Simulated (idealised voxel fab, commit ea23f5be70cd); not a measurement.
process module | voxel air gaps
cross-section cut | 205 nm wide | cells 5 nm
A cross-section is a grid of square cells, given in bands from the top down. A band is one or more rows of cells.
Each band's line starts with the height of the band's top and of its bottom, in nm. Then come its materials from left to right, each with its width in nm. One material with "throughout" fills the band from edge to edge. "air" is empty space.
Height 0 is the level under which the wafer as received is all one material. The lowest band goes on downwards, as in "0 down".
A width such as "30 to 40" changes by the same amount from each row of cells to the next, from the band's top row to its bottom row.
"no change" after a step means that no cell of the cross-section changed.
closed voids: empty space of 8 cells or more with no open way to the top, each as width x height at its distance from the left edge, in nm
after a step's settings: what the simulator itself notes on the step
overlay nm, on a step with a mask: how far to the right of its planned place the mask lay; to the left if negative
plan
1 op RECEIVE | material Si
2 op CONFORMAL_DEP | material SiO2 | thk nm 10
3 op CONFORMAL_DEP | material SiN | thk nm 5
4 op DIRECTIONAL_DEP | material lowk | thk nm 35
5 op PATTERN | tone open | mask id LINES | material resist | width nm 20 | pitch nm 50 | thk nm 20 | overlay nm 0
6 op DIRECTIONAL_ETCH | etch materials lowk | depth nm 35
7 op STRIP | etch materials resist
8 op CONFORMAL_DEP | material TiN | thk nm 5
9 op FILL_DEP | material Cu | thk nm 10
10 op CMP | height nm 50
11 op EPI | material Ru | thk nm 10
12 op SELECTIVE_ETCH | etch materials lowk | depth nm 45
13 op CONFORMAL_DEP | material SiCN | thk nm 5
as received, after step 1
  0 down: Si throughout
  closed voids: none
a wafer at the end: this start, this plan, one mistake
  65 to 60: SiCN throughout
  60 to 50: Ru throughout
  50 to 45: Cu throughout
  45 to 40: TiN 45 | Cu 10 | TiN 40 | Cu 10 | TiN 40 | Cu 10 | TiN 50
  40 to 10: lowk 40 | TiN 5 | Cu 10 | TiN 5 | lowk 30 | TiN 5 | Cu 10 | TiN 5 | lowk 30 | TiN 5 | Cu 10 | TiN 5 | lowk 45
  10 to 5: lowk 40 | TiN 20 | lowk 30 | TiN 20 | lowk 30 | TiN 20 | lowk 45
  5 to 0: SiN throughout
  0 down: Si throughout
  closed voids: none
what went wrong: step 2 was left out
